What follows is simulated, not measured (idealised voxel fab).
Title: Process Module voxel spacer lines
Section cut is 175 nm wide and gridded with 5 nm square cells.
When this document writes out a cross-section, it uses a grid of square cells and lists it as bands, beginning at the top and moving down, with a band standing for one or more rows of cells. The band entry comprises the height of the band's top followed by the height of its bottom, expressed in nm, and subsequently the band's materials from left to right, each stated together with its width in nm. Where a single material is marked with the word "throughout", that material fills the band from edge to edge. The word "blank" represents empty space. Height datum 0, below which the as-received substrate wafer is one material. Lowest band open at the bottom, running downward: "0..down". Note: "30 to 40" means the width goes from the first number (top row of the band) to the second number (bottom row) in equal steps per row of cells. Take "no change occurred" at face value: in the step it is given for, the cross-section changed in none of its cells. Voids not open to the top, 8 cells minimum: see "Entrapped voids". Written width x height at distance; distance is from the left edge; nm. Heads up: the bit after the settings on a step's line is the simulator's remark on that step. "overlay nm" answers the question of how far to the right of plan the mask lay on a step that has a mask, and when it is negative the answer is to the left.
## So here's the lineup of process steps we planned
1 RECEIVE, material Si
2 CONFORMAL_DEP, material Al2O3, thk nm 5
3 DIRECTIONAL_DEP, material SiN, thk nm 10
4 DIRECTIONAL_DEP, material polySi, thk nm 30
5 PATTERN, tone cover, mask id MANDREL, material resist, width nm 15, pitch nm 50, thk nm 35, overlay nm 0
6 DIRECTIONAL_ETCH, etch materials polySi, depth nm 30
7 STRIP, etch materials resist
8 CONFORMAL_DEP, material SiO2, thk nm 10
9 DIRECTIONAL_ETCH, etch materials SiO2, depth nm 10
10 STRIP, etch materials polySi
11 DIRECTIONAL_ETCH, etch materials SiN, depth nm 10
12 STRIP, etch materials SiO2
13 FILL_DEP, material SiO2, thk nm 5
14 CMP, height nm 15
## as received, after step 1
* 0..down: Si throughout
* Entrapped voids: none
## Wafer at module end, in section. Began as above, planned as above, run with one mistake
* 15..5: SiO2=50, SiN=5, SiO2=15, SiN=5, SiO2=25, SiN=5, SiO2=15, SiN=5, SiO2=50
* 5..0: Al2O3 throughout
* 0..down: Si throughout
* Entrapped voids: none
Error vs. plan: step 8 ran with different settings than intended, the actual operation and settings being CONFORMAL_DEP, material SiO2, thk nm 5
